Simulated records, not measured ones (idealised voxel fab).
process module | voxel ribs on slabs
cross-section cut | 140 nm wide | cells 5 nm
A cross-section is a grid of square cells, given in bands from the top down. A band is one or more rows of cells.
Each band's line starts with the height of the band's top and of its bottom, in nm. Then come its materials from left to right, each with its width in nm. One material with "throughout" fills the band from edge to edge. "air" is empty space.
Height 0 is the level under which the wafer as received is all one material. The lowest band goes on downwards, as in "0 down".
A width such as "30 to 40" changes by the same amount from each row of cells to the next, from the band's top row to its bottom row.
"no change" after a step means that no cell of the cross-section changed.
closed voids: empty space of 8 cells or more with no open way to the top, each as width x height at its distance from the left edge, in nm
after a step's settings: what the simulator itself notes on the step
overlay nm, on a step with a mask: how far to the right of its planned place the mask lay; to the left if negative
plan
1 op RECEIVE | material Si
2 op DIRECTIONAL_DEP | material SiO2 | thk nm 20
3 op DIRECTIONAL_DEP | material polySi | thk nm 20
4 op PATTERN | tone cover | mask id RIB | material resist | width nm 30 | thk nm 20 | overlay nm 0
5 op DIRECTIONAL_ETCH | etch materials polySi | depth nm 15
6 op STRIP | etch materials resist
7 op DIRECTIONAL_DEP | material aC | thk nm 15
8 op PATTERN | tone cover | mask id SLAB | material resist | width nm 60 | thk nm 35 | overlay nm 0
9 op DIRECTIONAL_ETCH | etch materials aC | depth nm 15
10 op STRIP | etch materials resist
11 op DIRECTIONAL_ETCH | etch materials polySi | depth nm 5
12 op STRIP | etch materials aC
13 op FILL_DEP | material SiO2 | thk nm 15
14 op CMP | height nm 50
15 op DIRECTIONAL_DEP | material TiN | thk nm 5
16 op MASKED_ETCH | tone cover | mask id HEATER | width nm 40 | etch materials TiN | depth nm 5 | overlay nm 0
17 op CONFORMAL_DEP | material SiO2 | thk nm 5
as received, after step 1
  0 down: Si throughout
  closed voids: none
a wafer at the end: this start, this plan, one mistake
  50 to 45: air 45 | SiO2 50 | air 45
  45 to 40: SiO2 50 | TiN 40 | SiO2 50
  40 to 25: SiO2 55 | polySi 30 | SiO2 55
  25 to 20: SiO2 40 | polySi 60 | SiO2 40
  20 to 0: SiO2 throughout
  0 down: Si throughout
  closed voids: none
what went wrong: step 14 ran as: op CMP | height nm 40
